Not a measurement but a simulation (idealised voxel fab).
The following process module bears the name voxel fin reveal.
For reference, the cross-section in this document is cut, with width 230 nm and square cells of 5 nm.
The cross-sections in this document take the form of a grid made of square cells. They are written out as bands, in order from top to bottom. Each band consists of one or more rows of cells. This entry defines a band. It first specifies the height of the band's top and the height of its bottom in nm, and then specifies the band's materials from left to right, stating each material with its width in nm. The word "all across" identifies a single material that fills the band from edge to edge, while the word "air" identifies empty space. We count height from 0. Below that, the starting wafer is all one material. The lowest band never ends at the bottom but goes on down; see "z 0 and below" for how that is written. It should be noted that a width expressed as "30..40" varies in equal increments from row to row of cells within the band, taking the value of the first number at the top row and that of the second number at the bottom row. For the purposes of this document, the phrase "nothing altered" attached to a step denotes that no cell within the cross-section was modified by that step. Entry "Non-vented voids" = empty spaces >= 8 cells with no open way to the top; each as width x height at distance, distance from left edge, all nm. Past the settings on a step's line: simulator remark, on that step. overlay nm: how far to the right of its planned place the mask lay on this masked step (negative: to the left).
### Planned step list for the process
1,RECEIVE with material Si
2,CONFORMAL_DEP with material SiN, thk nm 5
3,MASKED_ETCH with tone cover, mask id FINS, width nm 15, pitch nm 35, etch materials SiN, depth nm 5, overlay nm 0
4,MASKED_ETCH with tone cover, mask id FINS, width nm 15, pitch nm 35, etch materials Si, depth nm 30, overlay nm 0
5,OXIDIZE with depth nm 5
6,FILL_DEP with material SiO2, thk nm 5
7,CMP with height nm 5
8,SELECTIVE_ETCH with etch materials SiO2, depth nm 25
9,STRIP with etch materials SiN
### Concerning the first of two wafers, which was run in accordance with the plan
### As received (post step 1): cross-section
- z 0 and below | Si all across
- Non-vented voids: none
### Cross-section of the wafer subsequent to step 2
- z 5 to 0 | SiN all across
- Lower than 0, everything is as it was.
### Cross-section of the wafer subsequent to step 3
- z 5 to 0 | air: 90 | SiN: 15 | air: 20 | SiN: 15 | air: 90
- Lower than 0, everything is as it was.
### Cross-section of the wafer subsequent to step 4
- z 5 to 0 | air: 90 | SiN: 15 | air: 20 | SiN: 15 | air: 90
- z 0 to -30 | air: 90 | Si: 15 | air: 20 | Si: 15 | air: 90
- Lower than -30, everything is as it was.
### Cross-section of the wafer subsequent to step 5
- z 5 to 0 | air: 90 | SiN: 15 | air: 20 | SiN: 15 | air: 90
- z 0 to -30 | air: 90 | SiO2: 5 | Si: 5 | SiO2: 5 | air: 20 | SiO2: 5 | Si: 5 | SiO2: 5 | air: 90
- z -30 to -35 | SiO2: 95 | Si: 5 | SiO2: 30 | Si: 5 | SiO2: 95
- Lower than -35, everything is as it was.
### Cross-section of the wafer subsequent to step 6
- z 10 to 5 | SiO2 all across
- z 5 to 0 | SiO2: 90 | SiN: 15 | SiO2: 20 | SiN: 15 | SiO2: 90
- z 0 to -35 | SiO2: 95 | Si: 5 | SiO2: 30 | Si: 5 | SiO2: 95
- Lower than -35, everything is as it was.
### Cross-section of the wafer subsequent to step 7
- z 5 to 0 | SiO2: 90 | SiN: 15 | SiO2: 20 | SiN: 15 | SiO2: 90
- Lower than 0, everything is as it was.
### Cross-section of the wafer subsequent to step 8
- z 5 to 0 | air: 90 | SiN: 15 | air: 20 | SiN: 15 | air: 90
- z 0 to -20 | air: 95 | Si: 5 | air: 30 | Si: 5 | air: 95
- Lower than -20, everything is as it was.
### Cross-section of the wafer subsequent to step 9
- z 0 to -20 | air: 95 | Si: 5 | air: 30 | Si: 5 | air: 95
- Lower than -20, everything is as it was.
### Here the second wafer is described. Its start and its plan were those of the first wafer. Its run contained one mistake. Up to and including step 5, it did exactly what the first wafer did
### Cross-sectional view of the second wafer at the intended end time of process step 6
- z 10 to 0 | SiN all across
- z 0 to -30 | SiN: 90 | SiO2: 5 | Si: 5 | SiO2: 5 | SiN: 20 | SiO2: 5 | Si: 5 | SiO2: 5 | SiN: 90
- Lower than -30, everything is as it was.
### Cross-sectional view of the second wafer at the intended end time of process step 7
- z 5 to 0 | SiN all across
- Lower than 0, everything is as it was.
Cross-sectional view of the second wafer at the intended end time of process step 8: nothing altered
### Cross-sectional view of the second wafer at the intended end time of process step 9
- z 0 to -30 | air: 90 | SiO2: 5 | Si: 5 | SiO2: 5 | air: 20 | SiO2: 5 | Si: 5 | SiO2: 5 | air: 90
- Lower than -30, everything is as it was.
Nonconformance to the process plan: the process deviated at step 6: the operation and settings actually run there were FILL_DEP with material SiN, thk nm 5
The final cell counts differ between the wafers, with the second having more or fewer of some materials than the first: 64 fewer of SiO2
